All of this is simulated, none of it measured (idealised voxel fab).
The process module that follows is named voxel wiring stack.
Cross-section cut spans 290 nm and uses square cells 5 nm in size.
A cross-section is written here as square cells arranged in a grid, and it is given in bands from the top down, each band taking up one or more rows of cells.
Top height, bottom height, nm. Materials left to right, width each, nm. Single material + "all across" = fills band edge to edge. "empty" = empty.
Heights are measured from 0, the level below which the as-received wafer is all one material; the lowest band has no bottom and continues downward, written as in "top 0, no bottom".
The width entry "30 to 40" should be interpreted row by row: the top row of cells in the band takes the first number, the bottom row takes the second number, and the change between adjacent rows is uniform throughout.
Step marked "no alterations made"? Then no cell in the cross-section changed in it.
Empty spaces counting at least 8 cells and having no open way to the top are listed in "Closed internal voids". The notation width x height at distance is used for each, the distance being from the left edge and all three values in nm.
If you see something after the settings on a step's line, that's the simulator's own remark about that step.
The setting "overlay nm" may be written on the line of a step. When the step uses a mask, the value reports how far to the right of the planned place the mask lay, and a negative value reports that it lay to the left.
Pairs from here to the end. Each: cross-section before one process step, cross-section after it, the latter only as far down as the lowest band that changed. Under each: the step between, and its settings. Mind that the pairs may be taken from different runs of this module on the same starting wafer; whether a pair continues from the pair above depends on its entry headed "Pre-process", and it does only where that entry says so.

### Pre-process
  top 110, bottom 95 | 70 resist | 15 empty | 45 resist | 15 empty | 45 resist | 15 empty | 85 resist
  top 95, bottom 80 | SiO2 all across
  top 80, bottom 75 | SiCN all across
  top 75, bottom 60 | 70 lowk | 5 TiN | 20 Cu | 5 TiN | 30 lowk | 5 TiN | 20 Cu | 5 TiN | 30 lowk | 5 TiN | 20 Cu | 5 TiN | 70 lowk
  top 60, bottom 55 | 70 lowk | 5 TiN | 5 Cu | 20 TiN | 30 lowk | 30 TiN | 30 lowk | 5 TiN | 5 Cu | 20 TiN | 70 lowk
  top 55, bottom 45 | 70 lowk | 5 TiN | 5 Cu | 5 TiN | 105 lowk | 5 TiN | 5 Cu | 5 TiN | 85 lowk
  top 45, bottom 40 | 70 SiCN | 15 TiN | 105 SiCN | 15 TiN | 85 SiCN
  top 40, bottom 20 | 80 SiO2 | 30 W | 30 SiO2 | 30 W | 30 SiO2 | 30 W | 60 SiO2
  top 20, bottom 15 | 80 SiO2 | 30 TiN | 30 SiO2 | 30 TiN | 30 SiO2 | 30 TiN | 60 SiO2
  top 15, bottom 0 | SiO2 all across
  top 0, no bottom | Si all across
  Closed internal voids: none

### Cross-Section Thereafter
  top 110, bottom 95 | 70 resist | 15 empty | 45 resist | 15 empty | 45 resist | 15 empty | 85 resist
  top 95, bottom 80 | 70 SiO2 | 15 empty | 45 SiO2 | 15 empty | 45 SiO2 | 15 empty | 85 SiO2
  Unchanged below 80.
  Closed internal voids: none
Relating the two cross-sections above, the step in between is DIRECTIONAL_ETCH, etch materials SiO2, depth nm 15

Pre-process: nothing new to draw here, it's the after view of the pair just above.

### Cross-Section Thereafter
  top 110, bottom 95 | 70 resist | 15 empty | 45 resist | 15 empty | 45 resist | 15 empty | 85 resist
  top 95, bottom 80 | 70 SiO2 | 15 empty | 45 SiO2 | 15 empty | 45 SiO2 | 15 empty | 85 SiO2
  top 80, bottom 75 | 70 SiCN | 15 empty | 45 SiCN | 15 empty | 45 SiCN | 15 empty | 85 SiCN
  Unchanged below 75.
  Closed internal voids: none
Relating the two cross-sections above, the step in between is DIRECTIONAL_ETCH, etch materials SiCN, depth nm 5

Pre-process: nothing new to draw here, it's the after view of the pair just above.

### Cross-Section Thereafter
  top 95, bottom 80 | 70 SiO2 | 15 empty | 45 SiO2 | 15 empty | 45 SiO2 | 15 empty | 85 SiO2
  Unchanged below 80.
  Closed internal voids: none
Relating the two cross-sections above, the step in between is STRIP, etch materials resist

Pre-process: nothing new to draw here, it's the after view of the pair just above.

### Cross-Section Thereafter
  top 95, bottom 85 | 70 SiO2 | 15 empty | 45 SiO2 | 15 empty | 45 SiO2 | 15 empty | 85 SiO2
  top 85, bottom 80 | 70 SiO2 | 15 Ru | 45 SiO2 | 15 Ru | 45 SiO2 | 15 Ru | 85 SiO2
  top 80, bottom 75 | 70 SiCN | 15 Ru | 45 SiCN | 15 Ru | 45 SiCN | 15 Ru | 85 SiCN
  Unchanged below 75.
  Closed internal voids: none
Relating the two cross-sections above, the step in between is EPI, material Ru, thk nm 10

Pre-process: nothing new to draw here, it's the after view of the pair just above.

### Cross-Section Thereafter
  top 95, bottom 80 | 70 SiO2 | 15 Ru | 45 SiO2 | 15 Ru | 45 SiO2 | 15 Ru | 85 SiO2
  Unchanged below 80.
  Closed internal voids: none
Relating the two cross-sections above, the step in between is EPI, material Ru, thk nm 10

Pre-process: nothing new to draw here, it's the after view of the pair just above.

### Cross-Section Thereafter
  top 100, bottom 95 | TiN all across
  Unchanged below 95.
  Closed internal voids: none
Relating the two cross-sections above, the step in between is DIRECTIONAL_DEP, material TiN, thk nm 5

Pre-process: nothing new to draw here, it's the after view of the pair just above.

### Cross-Section Thereafter
  top 120, bottom 100 | W all across
  Unchanged below 100.
  Closed internal voids: none
Relating the two cross-sections above, the step in between is DIRECTIONAL_DEP, material W, thk nm 20

Pre-process: nothing new to draw here, it's the after view of the pair just above.

### Cross-Section Thereafter
  top 130, bottom 120 | aC all across
  Unchanged below 120.
  Closed internal voids: none
Relating the two cross-sections above, the step in between is DIRECTIONAL_DEP, material aC, thk nm 10

Pre-process: nothing new to draw here, it's the after view of the pair just above.

### Cross-Section Thereafter
  top 155, bottom 130 | 70 empty | 30 resist | 30 empty | 30 resist | 30 empty | 30 resist | 70 empty
  Unchanged below 130.
  Closed internal voids: none
Relating the two cross-sections above, the step in between is PATTERN, tone cover, mask id METAL_3, material resist, width nm 30, pitch nm 60, thk nm 25, overlay nm 0

Pre-process: nothing new to draw here, it's the after view of the pair just above.

### Cross-Section Thereafter
  top 145, bottom 130 | 70 empty | 30 resist | 30 empty | 30 resist | 30 empty | 30 resist | 70 empty
  top 130, bottom 120 | 70 empty | 30 aC | 30 empty | 30 aC | 30 empty | 30 aC | 70 empty
  Unchanged below 120.
  Closed internal voids: none
Relating the two cross-sections above, the step in between is DIRECTIONAL_ETCH, etch materials aC, depth nm 10

Pre-process: nothing new to draw here, it's the after view of the pair just above.

### Cross-Section Thereafter
  top 130, bottom 120 | 70 empty | 30 aC | 30 empty | 30 aC | 30 empty | 30 aC | 70 empty
  Unchanged below 120.
  Closed internal voids: none
Relating the two cross-sections above, the step in between is STRIP, etch materials resist

Pre-process: nothing new to draw here, it's the after view of the pair just above.

### Cross-Section Thereafter
  top 130, bottom 120 | 70 empty | 30 aC | 30 empty | 30 aC | 30 empty | 30 aC | 70 empty
  top 120, bottom 100 | 70 empty | 30 W | 30 empty | 30 W | 30 empty | 30 W | 70 empty
  Unchanged below 100.
  Closed internal voids: none
Relating the two cross-sections above, the step in between is DIRECTIONAL_ETCH, etch materials W, depth nm 20

Pre-process: nothing new to draw here, it's the after view of the pair just above.

### Cross-Section Thereafter
  top 130, bottom 120 | 70 empty | 30 aC | 30 empty | 30 aC | 30 empty | 30 aC | 70 empty
  top 120, bottom 100 | 70 empty | 30 W | 30 empty | 30 W | 30 empty | 30 W | 70 empty
  top 100, bottom 95 | 70 empty | 30 TiN | 30 empty | 30 TiN | 30 empty | 30 TiN | 70 empty
  Unchanged below 95.
  Closed internal voids: none
Relating the two cross-sections above, the step in between is DIRECTIONAL_ETCH, etch materials TiN, depth nm 5

Pre-process: nothing new to draw here, it's the after view of the pair just above.

### Cross-Section Thereafter
  top 120, bottom 100 | 70 empty | 30 W | 30 empty | 30 W | 30 empty | 30 W | 70 empty
  Unchanged below 100.
  Closed internal voids: none
Relating the two cross-sections above, the step in between is STRIP, etch materials aC

Pre-process: nothing new to draw here, it's the after view of the pair just above.

### Cross-Section Thereafter
  top 125, bottom 120 | lowk all across
  top 120, bottom 100 | 70 lowk | 30 W | 30 lowk | 30 W | 30 lowk | 30 W | 70 lowk
  top 100, bottom 95 | 70 lowk | 30 TiN | 30 lowk | 30 TiN | 30 lowk | 30 TiN | 70 lowk
  Unchanged below 95.
  Closed internal voids: none
Relating the two cross-sections above, the step in between is FILL_DEP, material lowk, thk nm 5

Pre-process: nothing new to draw here, it's the after view of the pair just above.

### Cross-Section Thereafter
  top 120, bottom 100 | 70 lowk | 30 W | 30 lowk | 30 W | 30 lowk | 30 W | 70 lowk
  Unchanged below 100.
  Closed internal voids: none
Relating the two cross-sections above, the step in between is CMP, height nm 120

Pre-process: nothing new to draw here, it's the after view of the pair just above.

### Cross-Section Thereafter
  top 125, bottom 120 | SiCN all across
  Unchanged below 120.
  Closed internal voids: none
Relating the two cross-sections above, the step in between is CONFORMAL_DEP, material SiCN, thk nm 5

### Pre-process
  top 75, bottom 60 | 70 lowk | 5 TiN | 20 Cu | 5 TiN | 30 lowk | 5 TiN | 20 Cu | 5 TiN | 30 lowk | 5 TiN | 20 Cu | 5 TiN | 70 lowk
  top 60, bottom 55 | 70 lowk | 5 TiN | 5 Cu | 20 TiN | 30 lowk | 30 TiN | 30 lowk | 5 TiN | 5 Cu | 20 TiN | 70 lowk
  top 55, bottom 45 | 70 lowk | 5 TiN | 5 Cu | 5 TiN | 105 lowk | 5 TiN | 5 Cu | 5 TiN | 85 lowk
  top 45, bottom 40 | 70 SiCN | 15 TiN | 105 SiCN | 15 TiN | 85 SiCN
  top 40, bottom 20 | 70 SiO2 | 30 W | 30 SiO2 | 30 W | 30 SiO2 | 30 W | 70 SiO2
  top 20, bottom 15 | 70 SiO2 | 30 TiN | 30 SiO2 | 30 TiN | 30 SiO2 | 30 TiN | 70 SiO2
  top 15, bottom 0 | SiO2 all across
  top 0, no bottom | Si all across
  Closed internal voids: none

### Cross-Section Thereafter
  top 80, bottom 75 | TiN all across
  Unchanged below 75.
  Closed internal voids: none
Relating the two cross-sections above, the step in between is CONFORMAL_DEP, material TiN, thk nm 5

Pre-process: nothing new to draw here, it's the after view of the pair just above.

### Cross-Section Thereafter
  top 95, bottom 80 | SiO2 all across
  Unchanged below 80.
  Closed internal voids: none
Relating the two cross-sections above, the step in between is DIRECTIONAL_DEP, material SiO2, thk nm 15

Pre-process: nothing new to draw here, it's the after view of the pair just above.

### Cross-Section Thereafter
  top 110, bottom 95 | 70 resist | 15 empty | 45 resist | 15 empty | 45 resist | 15 empty | 85 resist
  Unchanged below 95.
  Closed internal voids: none
Relating the two cross-sections above, the step in between is PATTERN, tone open, mask id PLUG_2, material resist, width nm 15, pitch nm 60, thk nm 15, overlay nm 0

Pre-process: nothing new to draw here, it's the after view of the pair just above.

### Cross-Section Thereafter
  top 110, bottom 95 | 70 resist | 15 empty | 45 resist | 15 empty | 45 resist | 15 empty | 85 resist
  top 95, bottom 80 | 70 SiO2 | 15 empty | 45 SiO2 | 15 empty | 45 SiO2 | 15 empty | 85 SiO2
  Unchanged below 80.
  Closed internal voids: none
Relating the two cross-sections above, the step in between is DIRECTIONAL_ETCH, etch materials SiO2, depth nm 15

Pre-process: nothing new to draw here, it's the after view of the pair just above.

### Cross-Section Thereafter
  top 95, bottom 80 | 70 SiO2 | 15 empty | 45 SiO2 | 15 empty | 45 SiO2 | 15 empty | 85 SiO2
  Unchanged below 80.
  Closed internal voids: none
Relating the two cross-sections above, the step in between is STRIP, etch materials resist

Pre-process: nothing new to draw here, it's the after view of the pair just above.

### Cross-Section Thereafter
  top 95, bottom 90 | 70 SiO2 | 15 empty | 45 SiO2 | 15 empty | 45 SiO2 | 15 empty | 85 SiO2
  top 90, bottom 80 | 70 SiO2 | 15 Ru | 45 SiO2 | 15 Ru | 45 SiO2 | 15 Ru | 85 SiO2
  Unchanged below 80.
  Closed internal voids: none
Relating the two cross-sections above, the step in between is EPI, material Ru, thk nm 10

Pre-process: nothing new to draw here, it's the after view of the pair just above.

### Cross-Section Thereafter
  top 100, bottom 95 | 65 empty | 25 Ru | 35 empty | 25 Ru | 35 empty | 25 Ru | 80 empty
  top 95, bottom 80 | 70 SiO2 | 15 Ru | 45 SiO2 | 15 Ru | 45 SiO2 | 15 Ru | 85 SiO2
  Unchanged below 80.
  Closed internal voids: none
Relating the two cross-sections above, the step in between is EPI, material Ru, thk nm 10

Pre-process: nothing new to draw here, it's the after view of the pair just above.

### Cross-Section Thereafter
  top 105, bottom 100 | 65 empty | 25 TiN | 35 empty | 25 TiN | 35 empty | 25 TiN | 80 empty
  top 100, bottom 95 | 65 TiN | 25 Ru | 35 TiN | 25 Ru | 35 TiN | 25 Ru | 80 TiN
  Unchanged below 95.
  Closed internal voids: none
Relating the two cross-sections above, the step in between is DIRECTIONAL_DEP, material TiN, thk nm 5

Pre-process: nothing new to draw here, it's the after view of the pair just above.

### Cross-Section Thereafter
  top 125, bottom 120 | 65 empty | 25 W | 35 empty | 25 W | 35 empty | 25 W | 80 empty
  top 120, bottom 105 | W all across
  top 105, bottom 100 | 65 W | 25 TiN | 35 W | 25 TiN | 35 W | 25 TiN | 80 W
  Unchanged below 100.
  Closed internal voids: none
Relating the two cross-sections above, the step in between is DIRECTIONAL_DEP, material W, thk nm 20

Pre-process: nothing new to draw here, it's the after view of the pair just above.

### Cross-Section Thereafter
  top 135, bottom 130 | 65 empty | 25 aC | 35 empty | 25 aC | 35 empty | 25 aC | 80 empty
  top 130, bottom 125 | aC all across
  top 125, bottom 120 | 65 aC | 25 W | 35 aC | 25 W | 35 aC | 25 W | 80 aC
  Unchanged below 120.
  Closed internal voids: none
Relating the two cross-sections above, the step in between is DIRECTIONAL_DEP, material aC, thk nm 10

Pre-process: nothing new to draw here, it's the after view of the pair just above.

### Cross-Section Thereafter
  top 160, bottom 135 | 70 empty | 30 resist | 30 empty | 30 resist | 30 empty | 30 resist | 70 empty
  top 135, bottom 130 | 65 empty | 25 aC | 10 resist | 25 empty | 25 aC | 10 resist | 25 empty | 25 aC | 10 resist | 70 empty
  Unchanged below 130.
  Closed internal voids: none
Relating the two cross-sections above, the step in between is PATTERN, tone cover, mask id METAL_3, material resist, width nm 30, pitch nm 60, thk nm 25, overlay nm 0

Pre-process: nothing new to draw here, it's the after view of the pair just above.

### Cross-Section Thereafter
  top 150, bottom 135 | 70 empty | 30 resist | 30 empty | 30 resist | 30 empty | 30 resist | 70 empty
  top 135, bottom 130 | 70 empty | 20 aC | 10 resist | 30 empty | 20 aC | 10 resist | 30 empty | 20 aC | 10 resist | 70 empty
  top 130, bottom 125 | 70 empty | 30 aC | 30 empty | 30 aC | 30 empty | 30 aC | 70 empty
  top 125, bottom 120 | 65 empty | 25 W | 10 aC | 25 empty | 25 W | 10 aC | 25 empty | 25 W | 10 aC | 70 empty
  Unchanged below 120.
  Closed internal voids: none
Relating the two cross-sections above, the step in between is DIRECTIONAL_ETCH, etch materials aC, depth nm 10

Pre-process: nothing new to draw here, it's the after view of the pair just above.

### Cross-Section Thereafter
  top 135, bottom 125 | 70 empty | 20 to 30 aC | 40 to 30 empty | 20 to 30 aC | 40 to 30 empty | 20 to 30 aC | 80 to 70 empty
  Unchanged below 125.
  Closed internal voids: none
Relating the two cross-sections above, the step in between is STRIP, etch materials resist

Pre-process: nothing new to draw here, it's the after view of the pair just above.

### Cross-Section Thereafter
  top 135, bottom 125 | 70 empty | 20 to 30 aC | 40 to 30 empty | 20 to 30 aC | 40 to 30 empty | 20 to 30 aC | 80 to 70 empty
  top 125, bottom 120 | 70 empty | 20 W | 10 aC | 30 empty | 20 W | 10 aC | 30 empty | 20 W | 10 aC | 70 empty
  top 120, bottom 105 | 70 empty | 30 W | 30 empty | 30 W | 30 empty | 30 W | 70 empty
  top 105, bottom 100 | 65 empty | 25 TiN | 10 W | 25 empty | 25 TiN | 10 W | 25 empty | 25 TiN | 10 W | 70 empty
  Unchanged below 100.
  Closed internal voids: none
Relating the two cross-sections above, the step in between is DIRECTIONAL_ETCH, etch materials W, depth nm 20

Pre-process: nothing new to draw here, it's the after view of the pair just above.

### Cross-Section Thereafter
  top 135, bottom 125 | 70 empty | 20 to 30 aC | 40 to 30 empty | 20 to 30 aC | 40 to 30 empty | 20 to 30 aC | 80 to 70 empty
  top 125, bottom 120 | 70 empty | 20 W | 10 aC | 30 empty | 20 W | 10 aC | 30 empty | 20 W | 10 aC | 70 empty
  top 120, bottom 105 | 70 empty | 30 W | 30 empty | 30 W | 30 empty | 30 W | 70 empty
  top 105, bottom 100 | 70 empty | 20 TiN | 10 W | 30 empty | 20 TiN | 10 W | 30 empty | 20 TiN | 10 W | 70 empty
  top 100, bottom 95 | 65 empty | 25 Ru | 10 TiN | 25 empty | 25 Ru | 10 TiN | 25 empty | 25 Ru | 10 TiN | 70 empty
  Unchanged below 95.
  Closed internal voids: none
Relating the two cross-sections above, the step in between is DIRECTIONAL_ETCH, etch materials TiN, depth nm 5

Pre-process: nothing new to draw here, it's the after view of the pair just above.

### Cross-Section Thereafter
  top 125, bottom 120 | 70 empty | 20 W | 40 empty | 20 W | 40 empty | 20 W | 80 empty
  Unchanged below 120.
  Closed internal voids: none
Relating the two cross-sections above, the step in between is STRIP, etch materials aC

Pre-process: nothing new to draw here, it's the after view of the pair just above.

### Cross-Section Thereafter
  top 130, bottom 125 | lowk all across
  top 125, bottom 120 | 70 lowk | 20 W | 40 lowk | 20 W | 40 lowk | 20 W | 80 lowk
  top 120, bottom 105 | 70 lowk | 30 W | 30 lowk | 30 W | 30 lowk | 30 W | 70 lowk
  top 105, bottom 100 | 70 lowk | 20 TiN | 10 W | 30 lowk | 20 TiN | 10 W | 30 lowk | 20 TiN | 10 W | 70 lowk
  top 100, bottom 95 | 65 lowk | 25 Ru | 10 TiN | 25 lowk | 25 Ru | 10 TiN | 25 lowk | 25 Ru | 10 TiN | 70 lowk
  Unchanged below 95.
  Closed internal voids: none
Relating the two cross-sections above, the step in between is FILL_DEP, material lowk, thk nm 5

Pre-process: nothing new to draw here, it's the after view of the pair just above.

### Cross-Section Thereafter
  top 120, bottom 105 | 70 lowk | 30 W | 30 lowk | 30 W | 30 lowk | 30 W | 70 lowk
  Unchanged below 105.
  Closed internal voids: none
Relating the two cross-sections above, the step in between is CMP, height nm 120

Pre-process: nothing new to draw here, it's the after view of the pair just above.

### Cross-Section Thereafter
  top 125, bottom 120 | SiCN all across
  Unchanged below 120.
  Closed internal voids: none
Relating the two cross-sections above, the step in between is CONFORMAL_DEP, material SiCN, thk nm 5

### Pre-process
  top 50, bottom 40 | aC all across
  top 40, bottom 20 | W all across
  top 20, bottom 15 | TiN all across
  top 15, bottom 0 | SiO2 all across
  top 0, no bottom | Si all across
  Closed internal voids: none

### Cross-Section Thereafter
  top 75, bottom 50 | 70 resist | 30 empty | 30 resist | 30 empty | 30 resist | 30 empty | 70 resist
  Unchanged below 50.
  Closed internal voids: none
Relating the two cross-sections above, the step in between is PATTERN, tone open, mask id METAL_1, material resist, width nm 30, pitch nm 60, thk nm 25, overlay nm 0

Pre-process: nothing new to draw here, it's the after view of the pair just above.

### Cross-Section Thereafter
  top 65, bottom 50 | 70 resist | 30 empty | 30 resist | 30 empty | 30 resist | 30 empty | 70 resist
  top 50, bottom 40 | 70 aC | 30 empty | 30 aC | 30 empty | 30 aC | 30 empty | 70 aC
  Unchanged below 40.
  Closed internal voids: none
Relating the two cross-sections above, the step in between is DIRECTIONAL_ETCH, etch materials aC, depth nm 10

Pre-process: nothing new to draw here, it's the after view of the pair just above.

### Cross-Section Thereafter
  top 50, bottom 40 | 70 aC | 30 empty | 30 aC | 30 empty | 30 aC | 30 empty | 70 aC
  Unchanged below 40.
  Closed internal voids: none
Relating the two cross-sections above, the step in between is STRIP, etch materials resist

Pre-process: nothing new to draw here, it's the after view of the pair just above.

### Cross-Section Thereafter
  top 50, bottom 40 | 70 aC | 30 empty | 30 aC | 30 empty | 30 aC | 30 empty | 70 aC
  top 40, bottom 20 | 70 W | 30 empty | 30 W | 30 empty | 30 W | 30 empty | 70 W
  Unchanged below 20.
  Closed internal voids: none
Relating the two cross-sections above, the step in between is DIRECTIONAL_ETCH, etch materials W, depth nm 20

Pre-process: nothing new to draw here, it's the after view of the pair just above.

### Cross-Section Thereafter
  top 50, bottom 40 | 70 aC | 30 empty | 30 aC | 30 empty | 30 aC | 30 empty | 70 aC
  top 40, bottom 20 | 70 W | 30 empty | 30 W | 30 empty | 30 W | 30 empty | 70 W
  top 20, bottom 15 | 70 TiN | 30 empty | 30 TiN | 30 empty | 30 TiN | 30 empty | 70 TiN
  Unchanged below 15.
  Closed internal voids: none
Relating the two cross-sections above, the step in between is DIRECTIONAL_ETCH, etch materials TiN, depth nm 5

Pre-process: nothing new to draw here, it's the after view of the pair just above.

### Cross-Section Thereafter
  top 40, bottom 20 | 70 W | 30 empty | 30 W | 30 empty | 30 W | 30 empty | 70 W
  Unchanged below 20.
  Closed internal voids: none
Relating the two cross-sections above, the step in between is STRIP, etch materials aC

Pre-process: nothing new to draw here, it's the after view of the pair just above.

### Cross-Section Thereafter
  top 45, bottom 40 | SiO2 all across
  top 40, bottom 20 | 70 W | 30 SiO2 | 30 W | 30 SiO2 | 30 W | 30 SiO2 | 70 W
  top 20, bottom 15 | 70 TiN | 30 SiO2 | 30 TiN | 30 SiO2 | 30 TiN | 30 SiO2 | 70 TiN
  Unchanged below 15.
  Closed internal voids: none
Relating the two cross-sections above, the step in between is FILL_DEP, material SiO2, thk nm 5

Pre-process: nothing new to draw here, it's the after view of the pair just above.

### Cross-Section Thereafter
  top 40, bottom 20 | 70 W | 30 SiO2 | 30 W | 30 SiO2 | 30 W | 30 SiO2 | 70 W
  Unchanged below 20.
  Closed internal voids: none
Relating the two cross-sections above, the step in between is CMP, height nm 40

Pre-process: nothing new to draw here, it's the after view of the pair just above.

### Cross-Section Thereafter
  top 45, bottom 40 | SiCN all across
  Unchanged below 40.
  Closed internal voids: none
Relating the two cross-sections above, the step in between is CONFORMAL_DEP, material SiCN, thk nm 5

Pre-process: nothing new to draw here, it's the after view of the pair just above.

### Cross-Section Thereafter
  top 75, bottom 45 | lowk all across
  Unchanged below 45.
  Closed internal voids: none
Relating the two cross-sections above, the step in between is DIRECTIONAL_DEP, material lowk, thk nm 30

Pre-process: nothing new to draw here, it's the after view of the pair just above.

### Cross-Section Thereafter
  top 90, bottom 75 | 70 resist | 15 empty | 105 resist | 15 empty | 85 resist
  Unchanged below 75.
  Closed internal voids: none
Relating the two cross-sections above, the step in between is PATTERN, tone open, mask id METAL_2_HOLES, material resist, width nm 15, pitch nm 120, thk nm 15, overlay nm 0

Pre-process: nothing new to draw here, it's the after view of the pair just above.

### Cross-Section Thereafter
  top 90, bottom 75 | 70 resist | 15 empty | 105 resist | 15 empty | 85 resist
  top 75, bottom 45 | 70 lowk | 15 empty | 105 lowk | 15 empty | 85 lowk
  Unchanged below 45.
  Closed internal voids: none
Relating the two cross-sections above, the step in between is DIRECTIONAL_ETCH, etch materials lowk, depth nm 30

Pre-process: nothing new to draw here, it's the after view of the pair just above.

### Cross-Section Thereafter
  top 75, bottom 45 | 70 lowk | 15 empty | 105 lowk | 15 empty | 85 lowk
  Unchanged below 45.
  Closed internal voids: none
Relating the two cross-sections above, the step in between is STRIP, etch materials resist

Pre-process: nothing new to draw here, it's the after view of the pair just above.

### Cross-Section Thereafter
  top 95, bottom 75 | 70 resist | 30 empty | 30 resist | 30 empty | 30 resist | 30 empty | 70 resist
  Unchanged below 75.
  Closed internal voids: none
Relating the two cross-sections above, the step in between is PATTERN, tone open, mask id METAL_2, material resist, width nm 30, pitch nm 60, thk nm 20, overlay nm 0

Pre-process: nothing new to draw here, it's the after view of the pair just above.

### Cross-Section Thereafter
  top 95, bottom 75 | 70 resist | 30 empty | 30 resist | 30 empty | 30 resist | 30 empty | 70 resist
  top 75, bottom 55 | 70 lowk | 30 empty | 30 lowk | 30 empty | 30 lowk | 30 empty | 70 lowk
  Unchanged below 55.
  Closed internal voids: none
Relating the two cross-sections above, the step in between is DIRECTIONAL_ETCH, etch materials lowk, depth nm 20

Pre-process: nothing new to draw here, it's the after view of the pair just above.

### Cross-Section Thereafter
  top 95, bottom 75 | 70 resist | 30 empty | 30 resist | 30 empty | 30 resist | 30 empty | 70 resist
  top 75, bottom 55 | 70 lowk | 30 empty | 30 lowk | 30 empty | 30 lowk | 30 empty | 70 lowk
  top 55, bottom 45 | 70 lowk | 15 empty | 105 lowk | 15 empty | 85 lowk
  top 45, bottom 40 | 70 SiCN | 15 empty | 105 SiCN | 15 empty | 85 SiCN
  Unchanged below 40.
  Closed internal voids: none
Relating the two cross-sections above, the step in between is DIRECTIONAL_ETCH, etch materials SiCN, depth nm 5

Pre-process: nothing new to draw here, it's the after view of the pair just above.

### Cross-Section Thereafter
  top 75, bottom 55 | 70 lowk | 30 empty | 30 lowk | 30 empty | 30 lowk | 30 empty | 70 lowk
  Unchanged below 55.
  Closed internal voids: none
Relating the two cross-sections above, the step in between is STRIP, etch materials resist

Pre-process: nothing new to draw here, it's the after view of the pair just above.

### Cross-Section Thereafter
  top 80, bottom 75 | 75 TiN | 20 empty | 40 TiN | 20 empty | 40 TiN | 20 empty | 75 TiN
  top 75, bottom 60 | 70 lowk | 5 TiN | 20 empty | 5 TiN | 30 lowk | 5 TiN | 20 empty | 5 TiN | 30 lowk | 5 TiN | 20 empty | 5 TiN | 70 lowk
  top 60, bottom 55 | 70 lowk | 5 TiN | 5 empty | 20 TiN | 30 lowk | 30 TiN | 30 lowk | 5 TiN | 5 empty | 20 TiN | 70 lowk
  top 55, bottom 45 | 70 lowk | 5 TiN | 5 empty | 5 TiN | 105 lowk | 5 TiN | 5 empty | 5 TiN | 85 lowk
  top 45, bottom 40 | 70 SiCN | 15 TiN | 105 SiCN | 15 TiN | 85 SiCN
  Unchanged below 40.
  Closed internal voids: none
Relating the two cross-sections above, the step in between is CONFORMAL_DEP, material TiN, thk nm 5

Pre-process: nothing new to draw here, it's the after view of the pair just above.

### Cross-Section Thereafter
  top 90, bottom 80 | Cu all across
  top 80, bottom 75 | 75 TiN | 20 Cu | 40 TiN | 20 Cu | 40 TiN | 20 Cu | 75 TiN
  top 75, bottom 60 | 70 lowk | 5 TiN | 20 Cu | 5 TiN | 30 lowk | 5 TiN | 20 Cu | 5 TiN | 30 lowk | 5 TiN | 20 Cu | 5 TiN | 70 lowk
  top 60, bottom 55 | 70 lowk | 5 TiN | 5 Cu | 20 TiN | 30 lowk | 30 TiN | 30 lowk | 5 TiN | 5 Cu | 20 TiN | 70 lowk
  top 55, bottom 45 | 70 lowk | 5 TiN | 5 Cu | 5 TiN | 105 lowk | 5 TiN | 5 Cu | 5 TiN | 85 lowk
  Unchanged below 45.
  Closed internal voids: none
Relating the two cross-sections above, the step in between is FILL_DEP, material Cu, thk nm 10

Pre-process: nothing new to draw here, it's the after view of the pair just above.

### Cross-Section Thereafter
  top 75, bottom 60 | 70 lowk | 5 TiN | 20 Cu | 5 TiN | 30 lowk | 5 TiN | 20 Cu | 5 TiN | 30 lowk | 5 TiN | 20 Cu | 5 TiN | 70 lowk
  Unchanged below 60.
  Closed internal voids: none
Relating the two cross-sections above, the step in between is CMP, height nm 75

Pre-process: nothing new to draw here, it's the after view of the pair just above.

### Cross-Section Thereafter
  top 80, bottom 75 | SiCN all across
  Unchanged below 75.
  Closed internal voids: none
Relating the two cross-sections above, the step in between is CONFORMAL_DEP, material SiCN, thk nm 5

Pre-process: nothing new to draw here, it's the after view of the pair just above.

### Cross-Section Thereafter
  top 95, bottom 80 | SiO2 all across
  Unchanged below 80.
  Closed internal voids: none
Relating the two cross-sections above, the step in between is DIRECTIONAL_DEP, material SiO2, thk nm 15

Pre-process: nothing new to draw here, it's the after view of the pair just above.

### Cross-Section Thereafter
  top 110, bottom 95 | 70 resist | 15 empty | 45 resist | 15 empty | 45 resist | 15 empty | 85 resist
  Unchanged below 95.
  Closed internal voids: none
Relating the two cross-sections above, the step in between is PATTERN, tone open, mask id PLUG_2, material resist, width nm 15, pitch nm 60, thk nm 15, overlay nm 0

Pre-process: nothing new to draw here, it's the after view of the pair just above.

### Cross-Section Thereafter
  top 110, bottom 95 | 70 resist | 15 empty | 45 resist | 15 empty | 45 resist | 15 empty | 85 resist
  top 95, bottom 80 | 70 SiO2 | 15 empty | 45 SiO2 | 15 empty | 45 SiO2 | 15 empty | 85 SiO2
  Unchanged below 80.
  Closed internal voids: none
Relating the two cross-sections above, the step in between is DIRECTIONAL_ETCH, etch materials SiO2, depth nm 15

Pre-process: nothing new to draw here, it's the after view of the pair just above.

### Cross-Section Thereafter
  top 110, bottom 95 | 70 resist | 15 empty | 45 resist | 15 empty | 45 resist | 15 empty | 85 resist
  top 95, bottom 80 | 70 SiO2 | 15 empty | 45 SiO2 | 15 empty | 45 SiO2 | 15 empty | 85 SiO2
  top 80, bottom 75 | 70 SiCN | 15 empty | 45 SiCN | 15 empty | 45 SiCN | 15 empty | 85 SiCN
  Unchanged below 75.
  Closed internal voids: none
Relating the two cross-sections above, the step in between is DIRECTIONAL_ETCH, etch materials SiCN, depth nm 5

Pre-process: nothing new to draw here, it's the after view of the pair just above.

### Cross-Section Thereafter
  top 95, bottom 80 | 70 SiO2 | 15 empty | 45 SiO2 | 15 empty | 45 SiO2 | 15 empty | 85 SiO2
  Unchanged below 80.
  Closed internal voids: none
Relating the two cross-sections above, the step in between is STRIP, etch materials resist

Pre-process: nothing new to draw here, it's the after view of the pair just above.

### Cross-Section Thereafter
  top 95, bottom 85 | 70 SiO2 | 15 empty | 45 SiO2 | 15 empty | 45 SiO2 | 15 empty | 85 SiO2
  top 85, bottom 80 | 70 SiO2 | 15 Ru | 45 SiO2 | 15 Ru | 45 SiO2 | 15 Ru | 85 SiO2
  top 80, bottom 75 | 70 SiCN | 15 Ru | 45 SiCN | 15 Ru | 45 SiCN | 15 Ru | 85 SiCN
  Unchanged below 75.
  Closed internal voids: none
Relating the two cross-sections above, the step in between is EPI, material Ru, thk nm 10

Pre-process: nothing new to draw here, it's the after view of the pair just above.

### Cross-Section Thereafter
  top 95, bottom 80 | 70 SiO2 | 15 Ru | 45 SiO2 | 15 Ru | 45 SiO2 | 15 Ru | 85 SiO2
  Unchanged below 80.
  Closed internal voids: none
Relating the two cross-sections above, the step in between is EPI, material Ru, thk nm 10
